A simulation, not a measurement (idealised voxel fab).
process module | voxel spacer lines
cross-section cut | 270 nm wide | cells 5 nm
A cross-section is a grid of square cells, given in bands from the top down. A band is one or more rows of cells.
Each band's line starts with the height of the band's top and of its bottom, in nm. Then come its materials from left to right, each with its width in nm. One material with "throughout" fills the band from edge to edge. "air" is empty space.
Height 0 is the level under which the wafer as received is all one material. The lowest band goes on downwards, as in "0 down".
A width such as "30 to 40" changes by the same amount from each row of cells to the next, from the band's top row to its bottom row.
"no change" after a step means that no cell of the cross-section changed.
closed voids: empty space of 8 cells or more with no open way to the top, each as width x height at its distance from the left edge, in nm
after a step's settings: what the simulator itself notes on the step
overlay nm, on a step with a mask: how far to the right of its planned place the mask lay; to the left if negative
plan
1 op RECEIVE | material Si
2 op CONFORMAL_DEP | material SiO2 | thk nm 10
3 op DIRECTIONAL_DEP | material W | thk nm 15
4 op DIRECTIONAL_DEP | material polySi | thk nm 30
5 op PATTERN | tone cover | mask id MANDREL | material resist | width nm 25 | pitch nm 80 | thk nm 40 | overlay nm 0
6 op DIRECTIONAL_ETCH | etch materials polySi | depth nm 30
7 op STRIP | etch materials resist
8 op CONFORMAL_DEP | material SiN | thk nm 15
9 op DIRECTIONAL_ETCH | etch materials SiN | depth nm 15
10 op STRIP | etch materials polySi
11 op DIRECTIONAL_ETCH | etch materials W | depth nm 15
12 op STRIP | etch materials SiN
13 op FILL_DEP | material SiO2 | thk nm 10
14 op CMP | height nm 25
first wafer, as planned
as received, after step 1
  0 down: Si throughout
  closed voids: none
after step 2
  10 to 0: SiO2 throughout
  below 0: unchanged
after step 3
  25 to 10: W throughout
  below 10: unchanged
after step 4
  55 to 25: polySi throughout
  below 25: unchanged
after step 5
  95 to 55: air 80 | resist 25 | air 55 | resist 25 | air 85
  below 55: unchanged
after step 6
  95 to 55: air 80 | resist 25 | air 55 | resist 25 | air 85
  55 to 25: air 80 | polySi 25 | air 55 | polySi 25 | air 85
  below 25: unchanged
after step 7
  55 to 25: air 80 | polySi 25 | air 55 | polySi 25 | air 85
  below 25: unchanged
after step 8
  70 to 55: air 65 | SiN 55 | air 25 | SiN 55 | air 70
  55 to 40: air 65 | SiN 15 | polySi 25 | SiN 15 | air 25 | SiN 15 | polySi 25 | SiN 15 | air 70
  40 to 25: SiN 80 | polySi 25 | SiN 55 | polySi 25 | SiN 85
  below 25: unchanged
after step 9
  55 to 25: air 65 | SiN 15 | polySi 25 | SiN 15 | air 25 | SiN 15 | polySi 25 | SiN 15 | air 70
  below 25: unchanged
after step 10
  55 to 25: air 65 | SiN 15 | air 25 | SiN 15 | air 25 | SiN 15 | air 25 | SiN 15 | air 70
  below 25: unchanged
after step 11
  55 to 25: air 65 | SiN 15 | air 25 | SiN 15 | air 25 | SiN 15 | air 25 | SiN 15 | air 70
  25 to 10: air 65 | W 15 | air 25 | W 15 | air 25 | W 15 | air 25 | W 15 | air 70
  below 10: unchanged
after step 12
  25 to 10: air 65 | W 15 | air 25 | W 15 | air 25 | W 15 | air 25 | W 15 | air 70
  below 10: unchanged
after step 13
  35 to 25: SiO2 throughout
  25 to 10: SiO2 65 | W 15 | SiO2 25 | W 15 | SiO2 25 | W 15 | SiO2 25 | W 15 | SiO2 70
  below 10: unchanged
after step 14
  25 to 10: SiO2 65 | W 15 | SiO2 25 | W 15 | SiO2 25 | W 15 | SiO2 25 | W 15 | SiO2 70
  below 10: unchanged
second wafer: like start, like plan, one mistake. Through step 2 it matches the first wafer
when step 3 should have ended
  25 to 0: SiO2 throughout
  below 0: unchanged
when step 4 should have ended
  55 to 25: polySi throughout
  below 25: unchanged
when step 5 should have ended
  95 to 55: air 80 | resist 25 | air 55 | resist 25 | air 85
  below 55: unchanged
when step 6 should have ended
  95 to 55: air 80 | resist 25 | air 55 | resist 25 | air 85
  55 to 25: air 80 | polySi 25 | air 55 | polySi 25 | air 85
  below 25: unchanged
when step 7 should have ended
  55 to 25: air 80 | polySi 25 | air 55 | polySi 25 | air 85
  below 25: unchanged
when step 8 should have ended
  70 to 55: air 65 | SiN 55 | air 25 | SiN 55 | air 70
  55 to 40: air 65 | SiN 15 | polySi 25 | SiN 15 | air 25 | SiN 15 | polySi 25 | SiN 15 | air 70
  40 to 25: SiN 80 | polySi 25 | SiN 55 | polySi 25 | SiN 85
  below 25: unchanged
when step 9 should have ended
  55 to 25: air 65 | SiN 15 | polySi 25 | SiN 15 | air 25 | SiN 15 | polySi 25 | SiN 15 | air 70
  below 25: unchanged
when step 10 should have ended
  55 to 25: air 65 | SiN 15 | air 25 | SiN 15 | air 25 | SiN 15 | air 25 | SiN 15 | air 70
  below 25: unchanged
when step 11 should have ended: no change
when step 12 should have ended
  25 to 0: SiO2 throughout
  below 0: unchanged
when step 13 should have ended
  35 to 0: SiO2 throughout
  below 0: unchanged
when step 14 should have ended
  25 to 0: SiO2 throughout
  below 0: unchanged
what went wrong: step 3 ran as: op DIRECTIONAL_DEP | material SiO2 | thk nm 15
at the end the second wafer has, in cells: 36 more of SiO2 | 36 fewer of W
